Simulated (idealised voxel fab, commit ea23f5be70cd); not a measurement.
process module | voxel trench capacitor
cross-section cut | 160 nm wide | cells 5 nm
A cross-section is a grid of square cells, given in bands from the top down. A band is one or more rows of cells.
Each band's line starts with the height of the band's top and of its bottom, in nm. Then come its materials from left to right, each with its width in nm. One material with "throughout" fills the band from edge to edge. "air" is empty space.
Height 0 is the level under which the wafer as received is all one material. The lowest band goes on downwards, as in "0 down".
A width such as "30 to 40" changes by the same amount from each row of cells to the next, from the band's top row to its bottom row.
"no change" after a step means that no cell of the cross-section changed.
closed voids: empty space of 8 cells or more with no open way to the top, each as width x height at its distance from the left edge, in nm
after a step's settings: what the simulator itself notes on the step
overlay nm, on a step with a mask: how far to the right of its planned place the mask lay; to the left if negative
plan
1 op RECEIVE | material Si
2 op CONFORMAL_DEP | material SiN | thk nm 10
3 op PATTERN | tone open | mask id TRENCH | material resist | width nm 25 | pitch nm 40 | thk nm 20 | overlay nm 0
4 op DIRECTIONAL_ETCH | etch materials SiN | depth nm 10
5 op DIRECTIONAL_ETCH | etch materials Si | depth nm 35
6 op STRIP | etch materials resist
7 op CONFORMAL_DEP | material Al2O3 | thk nm 5
8 op FILL_DEP | material polySi | thk nm 10
9 op CMP | height nm 10
first wafer, as planned
as received, after step 1
  0 down: Si throughout
  closed voids: none
after step 2
  10 to 0: SiN throughout
  below 0: unchanged
after step 3
  30 to 10: resist 45 | air 25 | resist 15 | air 25 | resist 50
  below 10: unchanged
after step 4
  30 to 10: resist 45 | air 25 | resist 15 | air 25 | resist 50
  10 to 0: SiN 45 | air 25 | SiN 15 | air 25 | SiN 50
  below 0: unchanged
after step 5
  30 to 10: resist 45 | air 25 | resist 15 | air 25 | resist 50
  10 to 0: SiN 45 | air 25 | SiN 15 | air 25 | SiN 50
  0 to -35: Si 45 | air 25 | Si 15 | air 25 | Si 50
  below -35: unchanged
after step 6
  10 to 0: SiN 45 | air 25 | SiN 15 | air 25 | SiN 50
  below 0: unchanged
after step 7
  15 to 10: Al2O3 50 | air 15 | Al2O3 25 | air 15 | Al2O3 55
  10 to 0: SiN 45 | Al2O3 5 | air 15 | Al2O3 5 | SiN 15 | Al2O3 5 | air 15 | Al2O3 5 | SiN 50
  0 to -30: Si 45 | Al2O3 5 | air 15 | Al2O3 5 | Si 15 | Al2O3 5 | air 15 | Al2O3 5 | Si 50
  -30 to -35: Si 45 | Al2O3 25 | Si 15 | Al2O3 25 | Si 50
  below -35: unchanged
after step 8
  25 to 15: polySi throughout
  15 to 10: Al2O3 50 | polySi 15 | Al2O3 25 | polySi 15 | Al2O3 55
  10 to 0: SiN 45 | Al2O3 5 | polySi 15 | Al2O3 5 | SiN 15 | Al2O3 5 | polySi 15 | Al2O3 5 | SiN 50
  0 to -30: Si 45 | Al2O3 5 | polySi 15 | Al2O3 5 | Si 15 | Al2O3 5 | polySi 15 | Al2O3 5 | Si 50
  below -30: unchanged
after step 9
  10 to 0: SiN 45 | Al2O3 5 | polySi 15 | Al2O3 5 | SiN 15 | Al2O3 5 | polySi 15 | Al2O3 5 | SiN 50
  below 0: unchanged
second wafer: like start, like plan, one mistake. Through step 2 it matches the first wafer
when step 3 should have ended
  30 to 10: air 45 | resist 25 | air 15 | resist 25 | air 50
  below 10: unchanged
when step 4 should have ended
  30 to 10: air 45 | resist 25 | air 15 | resist 25 | air 50
  10 to 0: air 45 | SiN 25 | air 15 | SiN 25 | air 50
  below 0: unchanged
when step 5 should have ended
  30 to 10: air 45 | resist 25 | air 15 | resist 25 | air 50
  10 to 0: air 45 | SiN 25 | air 15 | SiN 25 | air 50
  0 to -35: air 45 | Si 25 | air 15 | Si 25 | air 50
  below -35: unchanged
when step 6 should have ended
  10 to 0: air 45 | SiN 25 | air 15 | SiN 25 | air 50
  below 0: unchanged
when step 7 should have ended
  15 to 10: air 40 | Al2O3 35 | air 5 | Al2O3 35 | air 45
  10 to 0: air 40 | Al2O3 5 | SiN 25 | Al2O3 5 | air 5 | Al2O3 5 | SiN 25 | Al2O3 5 | air 45
  0 to -30: air 40 | Al2O3 5 | Si 25 | Al2O3 5 | air 5 | Al2O3 5 | Si 25 | Al2O3 5 | air 45
  -30 to -35: Al2O3 45 | Si 25 | Al2O3 15 | Si 25 | Al2O3 50
  below -35: unchanged
when step 8 should have ended
  25 to 15: polySi throughout
  15 to 10: polySi 40 | Al2O3 35 | polySi 5 | Al2O3 35 | polySi 45
  10 to 0: polySi 40 | Al2O3 5 | SiN 25 | Al2O3 5 | polySi 5 | Al2O3 5 | SiN 25 | Al2O3 5 | polySi 45
  0 to -30: polySi 40 | Al2O3 5 | Si 25 | Al2O3 5 | polySi 5 | Al2O3 5 | Si 25 | Al2O3 5 | polySi 45
  below -30: unchanged
when step 9 should have ended
  10 to 0: polySi 40 | Al2O3 5 | SiN 25 | Al2O3 5 | polySi 5 | Al2O3 5 | SiN 25 | Al2O3 5 | polySi 45
  below 0: unchanged
what went wrong: step 3 ran as: op PATTERN | tone cover | mask id TRENCH | material resist | width nm 25 | pitch nm 40 | thk nm 20 | overlay nm 0
at the end the second wafer has, in cells: 12 more of Al2O3 | 84 fewer of Si | 24 fewer of SiN | 96 more of polySi
